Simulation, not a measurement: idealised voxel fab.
process module | voxel trench capacitor
cross-section cut | 280 nm wide | cells 5 nm
A cross-section is a grid of square cells, given in bands from the top down. A band is one or more rows of cells.
Each band's line starts with the height of the band's top and of its bottom, in nm. Then come its materials from left to right, each with its width in nm. One material with "throughout" fills the band from edge to edge. "air" is empty space.
Height 0 is the level under which the wafer as received is all one material. The lowest band goes on downwards, as in "0 down".
A width such as "30 to 40" changes by the same amount from each row of cells to the next, from the band's top row to its bottom row.
"no change" after a step means that no cell of the cross-section changed.
closed voids: empty space of 8 cells or more with no open way to the top, each as width x height at its distance from the left edge, in nm
after a step's settings: what the simulator itself notes on the step
overlay nm, on a step with a mask: how far to the right of its planned place the mask lay; to the left if negative
plan
1 op RECEIVE | material Si
2 op CONFORMAL_DEP | material SiN | thk nm 5
3 op PATTERN | tone open | mask id TRENCH | material resist | width nm 25 | pitch nm 55 | thk nm 15 | overlay nm 0
4 op DIRECTIONAL_ETCH | etch materials SiN | depth nm 5
5 op DIRECTIONAL_ETCH | etch materials Si | depth nm 25
6 op STRIP | etch materials resist
7 op CONFORMAL_DEP | material Al2O3 | thk nm 5
8 op FILL_DEP | material polySi | thk nm 5
9 op CMP | height nm 5
first wafer, as planned
as received, after step 1
  0 down: Si throughout
  closed voids: none
after step 2
  5 to 0: SiN throughout
  below 0: unchanged
after step 3
  20 to 5: resist 100 | air 25 | resist 30 | air 25 | resist 100
  below 5: unchanged
after step 4
  20 to 5: resist 100 | air 25 | resist 30 | air 25 | resist 100
  5 to 0: SiN 100 | air 25 | SiN 30 | air 25 | SiN 100
  below 0: unchanged
after step 5
  20 to 5: resist 100 | air 25 | resist 30 | air 25 | resist 100
  5 to 0: SiN 100 | air 25 | SiN 30 | air 25 | SiN 100
  0 to -25: Si 100 | air 25 | Si 30 | air 25 | Si 100
  below -25: unchanged
after step 6
  5 to 0: SiN 100 | air 25 | SiN 30 | air 25 | SiN 100
  below 0: unchanged
after step 7
  10 to 5: Al2O3 105 | air 15 | Al2O3 40 | air 15 | Al2O3 105
  5 to 0: SiN 100 | Al2O3 5 | air 15 | Al2O3 5 | SiN 30 | Al2O3 5 | air 15 | Al2O3 5 | SiN 100
  0 to -20: Si 100 | Al2O3 5 | air 15 | Al2O3 5 | Si 30 | Al2O3 5 | air 15 | Al2O3 5 | Si 100
  -20 to -25: Si 100 | Al2O3 25 | Si 30 | Al2O3 25 | Si 100
  below -25: unchanged
after step 8
  15 to 10: polySi throughout
  10 to 5: Al2O3 105 | polySi 15 | Al2O3 40 | polySi 15 | Al2O3 105
  5 to 0: SiN 100 | Al2O3 5 | polySi 15 | Al2O3 5 | SiN 30 | Al2O3 5 | polySi 15 | Al2O3 5 | SiN 100
  0 to -20: Si 100 | Al2O3 5 | polySi 15 | Al2O3 5 | Si 30 | Al2O3 5 | polySi 15 | Al2O3 5 | Si 100
  below -20: unchanged
after step 9
  5 to 0: SiN 100 | Al2O3 5 | polySi 15 | Al2O3 5 | SiN 30 | Al2O3 5 | polySi 15 | Al2O3 5 | SiN 100
  below 0: unchanged
second wafer: like start, like plan, one mistake. Through step 1 it matches the first wafer
when step 2 should have ended
  5 to 0: polySi throughout
  below 0: unchanged
when step 3 should have ended
  20 to 5: resist 100 | air 25 | resist 30 | air 25 | resist 100
  below 5: unchanged
when step 4 should have ended: no change
when step 5 should have ended
  20 to 5: resist 100 | air 25 | resist 30 | air 25 | resist 100
  5 to 0: polySi 100 | air 25 | polySi 30 | air 25 | polySi 100
  0 to -20: Si 100 | air 25 | Si 30 | air 25 | Si 100
  below -20: unchanged
when step 6 should have ended
  5 to 0: polySi 100 | air 25 | polySi 30 | air 25 | polySi 100
  below 0: unchanged
when step 7 should have ended
  10 to 5: Al2O3 105 | air 15 | Al2O3 40 | air 15 | Al2O3 105
  5 to 0: polySi 100 | Al2O3 5 | air 15 | Al2O3 5 | polySi 30 | Al2O3 5 | air 15 | Al2O3 5 | polySi 100
  0 to -15: Si 100 | Al2O3 5 | air 15 | Al2O3 5 | Si 30 | Al2O3 5 | air 15 | Al2O3 5 | Si 100
  -15 to -20: Si 100 | Al2O3 25 | Si 30 | Al2O3 25 | Si 100
  below -20: unchanged
when step 8 should have ended
  15 to 10: polySi throughout
  10 to 5: Al2O3 105 | polySi 15 | Al2O3 40 | polySi 15 | Al2O3 105
  5 to 0: polySi 100 | Al2O3 5 | polySi 15 | Al2O3 5 | polySi 30 | Al2O3 5 | polySi 15 | Al2O3 5 | polySi 100
  0 to -15: Si 100 | Al2O3 5 | polySi 15 | Al2O3 5 | Si 30 | Al2O3 5 | polySi 15 | Al2O3 5 | Si 100
  below -15: unchanged
when step 9 should have ended
  5 to 0: polySi 100 | Al2O3 5 | polySi 15 | Al2O3 5 | polySi 30 | Al2O3 5 | polySi 15 | Al2O3 5 | polySi 100
  below 0: unchanged
what went wrong: step 2 ran as: op CONFORMAL_DEP | material polySi | thk nm 5
at the end the second wafer has, in cells: 4 fewer of Al2O3 | 10 more of Si | 46 fewer of SiN | 40 more of polySi
